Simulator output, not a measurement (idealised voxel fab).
Process module in this document: voxel wiring stack
The cross-section shown here is cut; it is 270 nm wide and divided into square cells measuring 5 nm on a side.
This document writes a cross-section as a grid whose cells are square, and gives it as bands, listed from the top down; one or more rows of cells form a band. Heights first: top, then bottom, in nm. Then materials, left to right, each with a width in nm. "everywhere" on a single material: fills the band edge to edge. "empty": empty space. All heights in this document are referenced to 0, defined as the level beneath which the wafer, as received, consists entirely of one material. The lowest band is not bounded below; it extends indefinitely downward and is written in the form "from 0 down". A two-number width, for instance "30->40", indicates that the width is equal to the first number in the top row of the band and to the second number in the bottom row, and that it changes by a constant amount per row of cells. Any step labelled "left unchanged" changed none of the cells in the cross-section. Closed-off voids of 8+ cells (no open route to the top) go in "Closed empty spaces", written width x height at distance from the left edge, in nm. Anything after a step's settings on that line? It's the simulator's own note about the step. Each step line may optionally specify "overlay nm", which for a step with a mask gives the rightward distance between the mask's planned place and where it lay, a negative value indicating the leftward direction.
-- Planned process steps
1,RECEIVE with material Si
2,CONFORMAL_DEP with material SiO2, thk nm 10
3,DIRECTIONAL_DEP with material TiN, thk nm 5
4,DIRECTIONAL_DEP with material W, thk nm 25
5,DIRECTIONAL_DEP with material aC, thk nm 15
6,PATTERN with tone cover, mask id METAL_1, material resist, width nm 25, pitch nm 45, thk nm 30, overlay nm 0
7,DIRECTIONAL_ETCH with etch materials aC, depth nm 15
8,STRIP with etch materials resist
9,DIRECTIONAL_ETCH with etch materials W, depth nm 25
10,DIRECTIONAL_ETCH with etch materials TiN, depth nm 5
11,STRIP with etch materials aC
12,FILL_DEP with material lowk, thk nm 10
13,CMP with height nm 40
14,CONFORMAL_DEP with material SiCN, thk nm 5
15,DIRECTIONAL_DEP with material SiO2, thk nm 10
16,DIRECTIONAL_DEP with material aC, thk nm 10
17,PATTERN with tone open, mask id PLUG_1, material resist, width nm 15, thk nm 25, overlay nm 0
18,DIRECTIONAL_ETCH with etch materials aC, depth nm 10
19,STRIP with etch materials resist
20,DIRECTIONAL_ETCH with etch materials SiO2, depth nm 10
21,DIRECTIONAL_ETCH with etch materials SiCN, depth nm 5
22,STRIP with etch materials aC
23,EPI with material Ru, thk nm 10
24,EPI with material Ru, thk nm 5
25,CONFORMAL_DEP with material SiN, thk nm 5
26,DIRECTIONAL_DEP with material lowk, thk nm 25
27,DIRECTIONAL_DEP with material aC, thk nm 15
28,PATTERN with tone open, mask id METAL_2, material resist, width nm 25, pitch nm 45, thk nm 30, overlay nm 0
29,DIRECTIONAL_ETCH with etch materials aC, depth nm 15
30,STRIP with etch materials resist
31,DIRECTIONAL_ETCH with etch materials lowk, depth nm 25
32,DIRECTIONAL_ETCH with etch materials SiN, depth nm 5
33,STRIP with etch materials aC
34,CONFORMAL_DEP with material TiN, thk nm 5
35,FILL_DEP with material Ru, thk nm 5
36,CMP with height nm 85
37,CONFORMAL_DEP with material SiN, thk nm 5
-- What follows covers the first of two wafers; it ran as planned
-- as received, after step 1
from 0 down  Si everywhere
Closed empty spaces: none
-- State of the wafer after step 2, shown in cross-section
from 10 to 0  SiO2 everywhere
Everything under 0 stays put, no change at all.
-- State of the wafer after step 3, shown in cross-section
from 15 to 10  TiN everywhere
Everything under 10 stays put, no change at all.
-- State of the wafer after step 4, shown in cross-section
from 40 to 15  W everywhere
Everything under 15 stays put, no change at all.
-- State of the wafer after step 5, shown in cross-section
from 55 to 40  aC everywhere
Everything under 40 stays put, no change at all.
-- State of the wafer after step 6, shown in cross-section
from 85 to 55  100 of empty | 25 of resist | 20 of empty | 25 of resist | 100 of empty
Everything under 55 stays put, no change at all.
-- State of the wafer after step 7, shown in cross-section
from 70 to 55  100 of empty | 25 of resist | 20 of empty | 25 of resist | 100 of empty
from 55 to 40  100 of empty | 25 of aC | 20 of empty | 25 of aC | 100 of empty
Everything under 40 stays put, no change at all.
-- State of the wafer after step 8, shown in cross-section
from 55 to 40  100 of empty | 25 of aC | 20 of empty | 25 of aC | 100 of empty
Everything under 40 stays put, no change at all.
-- State of the wafer after step 9, shown in cross-section
from 55 to 40  100 of empty | 25 of aC | 20 of empty | 25 of aC | 100 of empty
from 40 to 15  100 of empty | 25 of W | 20 of empty | 25 of W | 100 of empty
Everything under 15 stays put, no change at all.
-- State of the wafer after step 10, shown in cross-section
from 55 to 40  100 of empty | 25 of aC | 20 of empty | 25 of aC | 100 of empty
from 40 to 15  100 of empty | 25 of W | 20 of empty | 25 of W | 100 of empty
from 15 to 10  100 of empty | 25 of TiN | 20 of empty | 25 of TiN | 100 of empty
Everything under 10 stays put, no change at all.
-- State of the wafer after step 11, shown in cross-section
from 40 to 15  100 of empty | 25 of W | 20 of empty | 25 of W | 100 of empty
Everything under 15 stays put, no change at all.
-- State of the wafer after step 12, shown in cross-section
from 50 to 40  lowk everywhere
from 40 to 15  100 of lowk | 25 of W | 20 of lowk | 25 of W | 100 of lowk
from 15 to 10  100 of lowk | 25 of TiN | 20 of lowk | 25 of TiN | 100 of lowk
Everything under 10 stays put, no change at all.
-- State of the wafer after step 13, shown in cross-section
from 40 to 15  100 of lowk | 25 of W | 20 of lowk | 25 of W | 100 of lowk
Everything under 15 stays put, no change at all.
-- State of the wafer after step 14, shown in cross-section
from 45 to 40  SiCN everywhere
Everything under 40 stays put, no change at all.
-- State of the wafer after step 15, shown in cross-section
from 55 to 45  SiO2 everywhere
Everything under 45 stays put, no change at all.
-- State of the wafer after step 16, shown in cross-section
from 65 to 55  aC everywhere
Everything under 55 stays put, no change at all.
-- State of the wafer after step 17, shown in cross-section
from 90 to 65  100 of resist | 15 of empty | 155 of resist
Everything under 65 stays put, no change at all.
-- State of the wafer after step 18, shown in cross-section
from 80 to 65  100 of resist | 15 of empty | 155 of resist
from 65 to 55  100 of aC | 15 of empty | 155 of aC
Everything under 55 stays put, no change at all.
-- State of the wafer after step 19, shown in cross-section
from 65 to 55  100 of aC | 15 of empty | 155 of aC
Everything under 55 stays put, no change at all.
-- State of the wafer after step 20, shown in cross-section
from 65 to 55  100 of aC | 15 of empty | 155 of aC
from 55 to 45  100 of SiO2 | 15 of empty | 155 of SiO2
Everything under 45 stays put, no change at all.
-- State of the wafer after step 21, shown in cross-section
from 65 to 55  100 of aC | 15 of empty | 155 of aC
from 55 to 45  100 of SiO2 | 15 of empty | 155 of SiO2
from 45 to 40  100 of SiCN | 15 of empty | 155 of SiCN
Everything under 40 stays put, no change at all.
-- State of the wafer after step 22, shown in cross-section
from 55 to 45  100 of SiO2 | 15 of empty | 155 of SiO2
Everything under 45 stays put, no change at all.
-- State of the wafer after step 23, shown in cross-section
from 55 to 50  100 of SiO2 | 15 of empty | 155 of SiO2
from 50 to 45  100 of SiO2 | 15 of Ru | 155 of SiO2
from 45 to 40  100 of SiCN | 15 of Ru | 155 of SiCN
Everything under 40 stays put, no change at all.
-- State of the wafer after step 24, shown in cross-section
from 55 to 45  100 of SiO2 | 15 of Ru | 155 of SiO2
Everything under 45 stays put, no change at all.
-- State of the wafer after step 25, shown in cross-section
from 60 to 55  SiN everywhere
Everything under 55 stays put, no change at all.
-- State of the wafer after step 26, shown in cross-section
from 85 to 60  lowk everywhere
Everything under 60 stays put, no change at all.
-- State of the wafer after step 27, shown in cross-section
from 100 to 85  aC everywhere
Everything under 85 stays put, no change at all.
-- State of the wafer after step 28, shown in cross-section
from 130 to 100  100 of resist | 25 of empty | 20 of resist | 25 of empty | 100 of resist
Everything under 100 stays put, no change at all.
-- State of the wafer after step 29, shown in cross-section
from 115 to 100  100 of resist | 25 of empty | 20 of resist | 25 of empty | 100 of resist
from 100 to 85  100 of aC | 25 of empty | 20 of aC | 25 of empty | 100 of aC
Everything under 85 stays put, no change at all.
-- State of the wafer after step 30, shown in cross-section
from 100 to 85  100 of aC | 25 of empty | 20 of aC | 25 of empty | 100 of aC
Everything under 85 stays put, no change at all.
-- State of the wafer after step 31, shown in cross-section
from 100 to 85  100 of aC | 25 of empty | 20 of aC | 25 of empty | 100 of aC
from 85 to 60  100 of lowk | 25 of empty | 20 of lowk | 25 of empty | 100 of lowk
Everything under 60 stays put, no change at all.
-- State of the wafer after step 32, shown in cross-section
from 100 to 85  100 of aC | 25 of empty | 20 of aC | 25 of empty | 100 of aC
from 85 to 60  100 of lowk | 25 of empty | 20 of lowk | 25 of empty | 100 of lowk
from 60 to 55  100 of SiN | 25 of empty | 20 of SiN | 25 of empty | 100 of SiN
Everything under 55 stays put, no change at all.
-- State of the wafer after step 33, shown in cross-section
from 85 to 60  100 of lowk | 25 of empty | 20 of lowk | 25 of empty | 100 of lowk
Everything under 60 stays put, no change at all.
-- State of the wafer after step 34, shown in cross-section
from 90 to 85  105 of TiN | 15 of empty | 30 of TiN | 15 of empty | 105 of TiN
from 85 to 60  100 of lowk | 5 of TiN | 15 of empty | 5 of TiN | 20 of lowk | 5 of TiN | 15 of empty | 5 of TiN | 100 of lowk
from 60 to 55  100 of SiN | 25 of TiN | 20 of SiN | 25 of TiN | 100 of SiN
Everything under 55 stays put, no change at all.
-- State of the wafer after step 35, shown in cross-section
from 95 to 90  Ru everywhere
from 90 to 85  105 of TiN | 15 of Ru | 30 of TiN | 15 of Ru | 105 of TiN
from 85 to 60  100 of lowk | 5 of TiN | 15 of Ru | 5 of TiN | 20 of lowk | 5 of TiN | 15 of Ru | 5 of TiN | 100 of lowk
Everything under 60 stays put, no change at all.
-- State of the wafer after step 36, shown in cross-section
from 85 to 60  100 of lowk | 5 of TiN | 15 of Ru | 5 of TiN | 20 of lowk | 5 of TiN | 15 of Ru | 5 of TiN | 100 of lowk
Everything under 60 stays put, no change at all.
-- State of the wafer after step 37, shown in cross-section
from 90 to 85  SiN everywhere
Everything under 85 stays put, no change at all.
-- The remaining wafer, second of the two, started like the first and was run to the same plan, except that one mistake was made along the way; the two coincide through step 24, inclusive
Here is the second wafer in cross-section at the point where step 25 of the plan should have been done: left unchanged
-- Here is the second wafer in cross-section at the point where step 26 of the plan should have been done
from 80 to 55  lowk everywhere
Everything under 55 stays put, no change at all.
-- Here is the second wafer in cross-section at the point where step 27 of the plan should have been done
from 95 to 80  aC everywhere
Everything under 80 stays put, no change at all.
-- Here is the second wafer in cross-section at the point where step 28 of the plan should have been done
from 125 to 95  100 of resist | 25 of empty | 20 of resist | 25 of empty | 100 of resist
Everything under 95 stays put, no change at all.
-- Here is the second wafer in cross-section at the point where step 29 of the plan should have been done
from 110 to 95  100 of resist | 25 of empty | 20 of resist | 25 of empty | 100 of resist
from 95 to 80  100 of aC | 25 of empty | 20 of aC | 25 of empty | 100 of aC
Everything under 80 stays put, no change at all.
-- Here is the second wafer in cross-section at the point where step 30 of the plan should have been done
from 95 to 80  100 of aC | 25 of empty | 20 of aC | 25 of empty | 100 of aC
Everything under 80 stays put, no change at all.
-- Here is the second wafer in cross-section at the point where step 31 of the plan should have been done
from 95 to 80  100 of aC | 25 of empty | 20 of aC | 25 of empty | 100 of aC
from 80 to 55  100 of lowk | 25 of empty | 20 of lowk | 25 of empty | 100 of lowk
Everything under 55 stays put, no change at all.
Here is the second wafer in cross-section at the point where step 32 of the plan should have been done: left unchanged
-- Here is the second wafer in cross-section at the point where step 33 of the plan should have been done
from 80 to 55  100 of lowk | 25 of empty | 20 of lowk | 25 of empty | 100 of lowk
Everything under 55 stays put, no change at all.
-- Here is the second wafer in cross-section at the point where step 34 of the plan should have been done
from 85 to 80  105 of TiN | 15 of empty | 30 of TiN | 15 of empty | 105 of TiN
from 80 to 60  100 of lowk | 5 of TiN | 15 of empty | 5 of TiN | 20 of lowk | 5 of TiN | 15 of empty | 5 of TiN | 100 of lowk
from 60 to 55  100 of lowk | 25 of TiN | 20 of lowk | 25 of TiN | 100 of lowk
Everything under 55 stays put, no change at all.
-- Here is the second wafer in cross-section at the point where step 35 of the plan should have been done
from 90 to 85  Ru everywhere
from 85 to 80  105 of TiN | 15 of Ru | 30 of TiN | 15 of Ru | 105 of TiN
from 80 to 60  100 of lowk | 5 of TiN | 15 of Ru | 5 of TiN | 20 of lowk | 5 of TiN | 15 of Ru | 5 of TiN | 100 of lowk
Everything under 60 stays put, no change at all.
-- Here is the second wafer in cross-section at the point where step 36 of the plan should have been done
from 85 to 80  105 of TiN | 15 of Ru | 30 of TiN | 15 of Ru | 105 of TiN
Everything under 80 stays put, no change at all.
-- Here is the second wafer in cross-section at the point where step 37 of the plan should have been done
from 90 to 85  SiN everywhere
Everything under 85 stays put, no change at all.
Nonconformance to the process plan: step 25 of the plan was omitted and not executed
At the finish, the second wafer shows more or fewer cells for some materials than the first does: -44 SiN | +44 TiN
